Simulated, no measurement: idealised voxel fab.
Herein follows the process module entitled voxel self aligned contacts.
The width of the displayed cross-section, cut, is 270 nm; its cells are square, with a size of 5 nm.
Heads up, the way a cross-section reads in here is a grid of square cells, handed over as bands from the top down, with every band being one or more rows of cells. First you get the band's top height and its bottom height, in nm, and then the materials it's made of, left to right, with each width in nm. If you see a single material with "full width", that one covers the band edge to edge. "blank" is empty space. Zero point of the height axis is 0; under it, received wafer = one material. Lowest band: continues down indefinitely, "0 -> down". Width "30 to 40": first value at the band's top row of cells, second value at its bottom row, equal change from row to row. "no modifications" for a step: no cell of the cross-section changed in that step. What "Catalogued sealed voids" gives you is every empty space of 8 cells or more that is cut off from the top. Each appears as width x height at distance, with the distance taken from the left edge and width, height and distance all in nm. Heads up: the bit after the settings on a step's line is the simulator's remark on that step. A step's line can hold "overlay nm"; with a mask on that step, the setting says how far right of the planned place the mask lay, while a negative setting says it lay to the left.

Intended process steps
1. RECEIVE with material Si
2. OXIDIZE with depth nm 5
3. DIRECTIONAL_DEP with material polySi, thk nm 25
4. DIRECTIONAL_DEP with material SiN, thk nm 25
5. DIRECTIONAL_DEP with material aC, thk nm 15
6. PATTERN with tone cover, mask id GATE, material resist, width nm 35, pitch nm 80, thk nm 30, overlay nm 0
7. DIRECTIONAL_ETCH with etch materials aC, depth nm 15
8. STRIP with etch materials resist
9. DIRECTIONAL_ETCH with etch materials SiN, depth nm 25
10. DIRECTIONAL_ETCH with etch materials polySi, depth nm 25
11. STRIP with etch materials aC
12. CONFORMAL_DEP with material SiN, thk nm 10
13. DIRECTIONAL_ETCH with etch materials SiN, depth nm 10
14. FILL_DEP with material SiO2, thk nm 15
15. CMP with height nm 60
16. DIRECTIONAL_DEP with material aC, thk nm 10
17. PATTERN with tone open, mask id CONTACT, material resist, width nm 65, thk nm 25, overlay nm 0
18. DIRECTIONAL_ETCH with etch materials aC, depth nm 10
19. STRIP with etch materials resist
20. DIRECTIONAL_ETCH with etch materials SiO2, depth nm 65
21. STRIP with etch materials aC
22. CONFORMAL_DEP with material TiN, thk nm 5
23. FILL_DEP with material Ru, thk nm 10
24. CMP with height nm 60
25. CONFORMAL_DEP with material SiN, thk nm 5

Cross-section of the wafer upon arrival, representing the state reached after step 1
    0 -> down | Si full width
    Catalogued sealed voids: none

Post-module cross-section: identical start and plan to those above, one misstep in execution
    65 -> 60 | SiN full width
    60 -> 50 | SiO2 100 nm | TiN 5 to 30 nm | Ru 55 to 10 nm | TiN 5 to 25 nm | SiO2 105 nm
    50 -> 25 | SiO2 65 nm | SiN 60 nm | TiN 5 nm | Ru 10 nm | TiN 5 nm | SiN 60 nm | SiO2 65 nm
    25 -> 0 | SiO2 65 nm | SiN 10 nm | polySi 40 nm | SiN 10 nm | TiN 5 nm | Ru 10 nm | TiN 5 nm | SiN 10 nm | polySi 40 nm | SiN 10 nm | SiO2 65 nm
    0 -> -5 | SiO2 125 nm | TiN 20 nm | SiO2 125 nm
    -5 -> down | Si full width
    Catalogued sealed voids: none
Deviation noted in wafer processing: for step 6, the planned setting was not used; the step was instead run as PATTERN with tone cover, mask id GATE, material resist, width nm 40, pitch nm 80, thk nm 30, overlay nm 0
